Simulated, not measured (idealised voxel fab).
The document below concerns the process module designated voxel transistor to metal.
Section shown: cut. Width: 180 nm. Cell size: 5 nm, square.
This document writes a cross-section as a grid whose cells are square, and gives it as bands, listed from the top down; one or more rows of cells form a band.
Quick guide to a band line: top height, bottom height (nm) up front; then every material left to right with its width in nm. Only one material and it's marked "full width"? Then it fills the band edge to edge. And "empty" just means empty space.
Basically, 0 is our baseline, since under it the wafer straight out of the box is all one material. The bottom band has no lower end and keeps on going down, so it looks like "0 and below".
The expression "30 to 40" gives the width at the extremes of the band, the first number at its top row of cells and the second at its bottom row, with the width changing by equal amounts from each row to the next in between.
Given "no modification" for a step, no cell of the cross-section differs between before and after that step.
Empty spaces without an open route to the top, at least 8 cells in extent, make up the entry "Closed-off voids"; each is given as width x height at distance, where the distance is measured from the left edge, and all are in nm.
Where a step's line continues beyond its settings, the continuation is a remark by the simulator itself on that step.
The optional step-line setting "overlay nm" applies to steps with a mask and quantifies how far to the right of its planned location the mask lay, a negative value indicating leftward placement.
# The following list gives the planned process steps
| 1 | RECEIVE [material Si] |
| 2 | CONFORMAL_DEP [material SiO2] [thk nm 5] |
| 3 | CONFORMAL_DEP [material SiN] [thk nm 15] |
| 4 | MASKED_ETCH [tone cover] [mask id ACTIVE] [width nm 115] [etch materials SiN] [depth nm 15] [overlay nm 0] |
| 5 | MASKED_ETCH [tone cover] [mask id ACTIVE] [width nm 115] [etch materials SiO2] [depth nm 5] [overlay nm 0] |
| 6 | MASKED_ETCH [tone cover] [mask id ACTIVE] [width nm 115] [etch materials Si] [depth nm 25] [overlay nm 0] |
| 7 | OXIDIZE [depth nm 5] |
| 8 | FILL_DEP [material SiO2] [thk nm 10] |
| 9 | CMP [height nm 20] |
| 10 | SELECTIVE_ETCH [etch materials SiO2] [depth nm 15] |
| 11 | STRIP [etch materials SiN] |
| 12 | SELECTIVE_ETCH [etch materials SiO2] [depth nm 5] |
| 13 | OXIDIZE [depth nm 5] |
| 14 | DIRECTIONAL_DEP [material polySi] [thk nm 30] |
| 15 | DIRECTIONAL_DEP [material SiCN] [thk nm 15] |
| 16 | PATTERN [tone cover] [mask id GATE] [material resist] [width nm 25] [thk nm 15] [overlay nm 0] |
| 17 | DIRECTIONAL_ETCH [etch materials SiCN] [depth nm 25] |
| 18 | DIRECTIONAL_ETCH [etch materials polySi] [depth nm 40] |
| 19 | STRIP [etch materials resist] |
| 20 | CONFORMAL_DEP [material SiN] [thk nm 10] |
| 21 | DIRECTIONAL_ETCH [etch materials SiN] [depth nm 10] |
| 22 | DIRECTIONAL_ETCH [etch materials SiO2] [depth nm 5] |
| 23 | DIRECTIONAL_ETCH [etch materials Si] [depth nm 10] |
| 24 | EPI [material pSi] [thk nm 15] |
| 25 | FILL_DEP [material SiO2] [thk nm 10] |
| 26 | CMP [height nm 45] |
| 27 | DIRECTIONAL_DEP [material SiO2] [thk nm 15] |
| 28 | DIRECTIONAL_DEP [material aC] [thk nm 15] |
| 29 | PATTERN [tone open] [mask id CONTACT] [material resist] [width nm 15] [pitch nm 80] [thk nm 30] [overlay nm 0] |
| 30 | DIRECTIONAL_ETCH [etch materials aC] [depth nm 15] |
| 31 | STRIP [etch materials resist] |
| 32 | DIRECTIONAL_ETCH [etch materials SiO2] [depth nm 60] |
| 33 | STRIP [etch materials aC] |
| 34 | CONFORMAL_DEP [material TiN] [thk nm 5] |
| 35 | FILL_DEP [material Ru] [thk nm 5] |
| 36 | CMP [height nm 60] |
| 37 | CONFORMAL_DEP [material SiN] [thk nm 5] |
| 38 | DIRECTIONAL_DEP [material SiO2] [thk nm 15] |
| 39 | DIRECTIONAL_DEP [material aC] [thk nm 10] |
| 40 | PATTERN [tone open] [mask id METAL_1] [material resist] [width nm 15] [pitch nm 80] [thk nm 30] [overlay nm 0] |
| 41 | DIRECTIONAL_ETCH [etch materials aC] [depth nm 10] |
| 42 | STRIP [etch materials resist] |
| 43 | DIRECTIONAL_ETCH [etch materials SiO2] [depth nm 15] |
| 44 | DIRECTIONAL_ETCH [etch materials SiN] [depth nm 5] |
| 45 | STRIP [etch materials aC] |
| 46 | CONFORMAL_DEP [material TiN] [thk nm 5] |
| 47 | FILL_DEP [material Ru] [thk nm 5] |
| 48 | CMP [height nm 80] |
| 49 | CONFORMAL_DEP [material SiCN] [thk nm 5] |
| 50 | DIRECTIONAL_DEP [material SiO2] [thk nm 30] |
| 51 | DIRECTIONAL_DEP [material aC] [thk nm 10] |
| 52 | PATTERN [tone open] [mask id METAL_2] [material resist] [width nm 15] [pitch nm 80] [thk nm 25] [overlay nm 0] |
| 53 | DIRECTIONAL_ETCH [etch materials aC] [depth nm 10] |
| 54 | STRIP [etch materials resist] |
| 55 | DIRECTIONAL_ETCH [etch materials SiO2] [depth nm 20] |
| 56 | STRIP [etch materials aC] |
| 57 | MASKED_ETCH [tone open] [mask id METAL_2_HOLES] [width nm 15] [pitch nm 80] [etch materials SiO2] [depth nm 10] [overlay nm 0] |
| 58 | MASKED_ETCH [tone open] [mask id METAL_2_HOLES] [width nm 15] [pitch nm 80] [etch materials SiCN] [depth nm 5] [overlay nm 0] |
| 59 | CONFORMAL_DEP [material TiN] [thk nm 5] |
| 60 | FILL_DEP [material Cu] [thk nm 10] |
| 61 | CMP [height nm 115] |
| 62 | CONFORMAL_DEP [material SiN] [thk nm 5] |
# Incoming wafer, cross-sectional view, post step 1
0 and below = Si full width
Closed-off voids: none
# Wafer cross-section at module end: first of two, run to plan
120 down to 115 = SiN full width
115 down to 85 = 40 nm SiO2, 5 nm TiN, 5 nm Cu, 5 nm TiN, 65 nm SiO2, 5 nm TiN, 5 nm Cu, 5 nm TiN, 45 nm SiO2
85 down to 80 = 40 nm SiCN, 15 nm TiN, 65 nm SiCN, 15 nm TiN, 45 nm SiCN
80 down to 65 = 40 nm SiO2, 5 nm TiN, 5 nm Ru, 5 nm TiN, 65 nm SiO2, 5 nm TiN, 5 nm Ru, 5 nm TiN, 45 nm SiO2
65 down to 60 = 40 nm SiN, 15 nm TiN, 65 nm SiN, 15 nm TiN, 45 nm SiN
60 down to 45 = 40 nm SiO2, 5 nm TiN, 5 nm Ru, 5 nm TiN, 65 nm SiO2, 5 nm TiN, 5 nm Ru, 5 nm TiN, 45 nm SiO2
45 down to 30 = 40 nm SiO2, 5 nm TiN, 5 nm Ru, 5 nm TiN, 10 nm SiO2, 10 nm SiN, 25 nm SiCN, 10 nm SiN, 10 nm SiO2, 5 nm TiN, 5 nm Ru, 5 nm TiN, 45 nm SiO2
30 down to 15 = 40 nm SiO2, 5 nm TiN, 5 nm Ru, 5 nm TiN, 10 nm SiO2, 10 nm SiN, 25 nm polySi, 10 nm SiN, 10 nm SiO2, 5 nm TiN, 5 nm Ru, 5 nm TiN, 45 nm SiO2
15 down to 10 = 40 nm SiO2, 15 nm TiN, 10 nm SiO2, 10 nm SiN, 25 nm polySi, 10 nm SiN, 10 nm SiO2, 15 nm TiN, 45 nm SiO2
10 down to 0 = 40 nm SiO2, 10 nm TiN, 15 nm pSi, 10 nm SiN, 25 nm polySi, 10 nm SiN, 15 nm pSi, 10 nm TiN, 45 nm SiO2
0 down to -5 = 30 nm SiO2, 35 nm pSi, 45 nm SiO2, 35 nm pSi, 35 nm SiO2
-5 down to -15 = 35 nm SiO2, 30 nm pSi, 45 nm Si, 30 nm pSi, 40 nm SiO2
-15 down to -30 = 35 nm SiO2, 105 nm Si, 40 nm SiO2
-30 and below = Si full width
Closed-off voids: none
# Second of two wafers, module complete, sectioned: it shares the first wafer's start and plan but was run with one mistake
120 down to 115 = SiN full width
115 down to 85 = 40 nm SiO2, 5 nm TiN, 5 nm Cu, 5 nm TiN, 65 nm SiO2, 5 nm TiN, 5 nm Cu, 5 nm TiN, 45 nm SiO2
85 down to 80 = 40 nm SiCN, 15 nm TiN, 65 nm SiCN, 15 nm TiN, 45 nm SiCN
80 down to 65 = 40 nm SiO2, 5 nm TiN, 5 nm Ru, 5 nm TiN, 65 nm SiO2, 5 nm TiN, 5 nm Ru, 5 nm TiN, 45 nm SiO2
65 down to 60 = 40 nm SiN, 15 nm TiN, 65 nm SiN, 15 nm TiN, 45 nm SiN
60 down to 50 = 40 nm SiO2, 5 nm TiN, 5 nm Ru, 5 nm TiN, 65 nm SiO2, 5 nm TiN, 5 nm Ru, 5 nm TiN, 45 nm SiO2
50 down to 45 = 40 nm SiO2, 15 nm TiN, 65 nm SiO2, 15 nm TiN, 45 nm SiO2
45 down to 30 = 75 nm SiCN, 10 nm SiN, 5 nm SiO2, 10 nm SiN, 80 nm SiCN
30 down to 10 = 75 nm polySi, 10 nm SiN, 5 nm SiO2, 10 nm SiN, 80 nm polySi
10 down to 0 = 75 nm polySi, 10 nm SiN, 5 nm pSi, 10 nm SiN, 80 nm polySi
0 down to -5 = 85 nm SiO2, 5 nm pSi, 90 nm SiO2
-5 down to -15 = 35 nm SiO2, 50 nm Si, 5 nm pSi, 50 nm Si, 40 nm SiO2
-15 down to -30 = 35 nm SiO2, 105 nm Si, 40 nm SiO2
-30 and below = Si full width
Closed-off voids: none
What was the processing mistake? step 16 deviated from plan and actually ran as PATTERN [tone open] [mask id GATE] [material resist] [width nm 25] [thk nm 15] [overlay nm 0]
The second wafer ends with more or fewer cells of some materials than the first, per final count: Ru: 14 fewer, Si: 22 more, SiCN: 78 more, SiO2: 161 fewer, TiN: 36 fewer, pSi: 45 fewer, polySi: 156 more
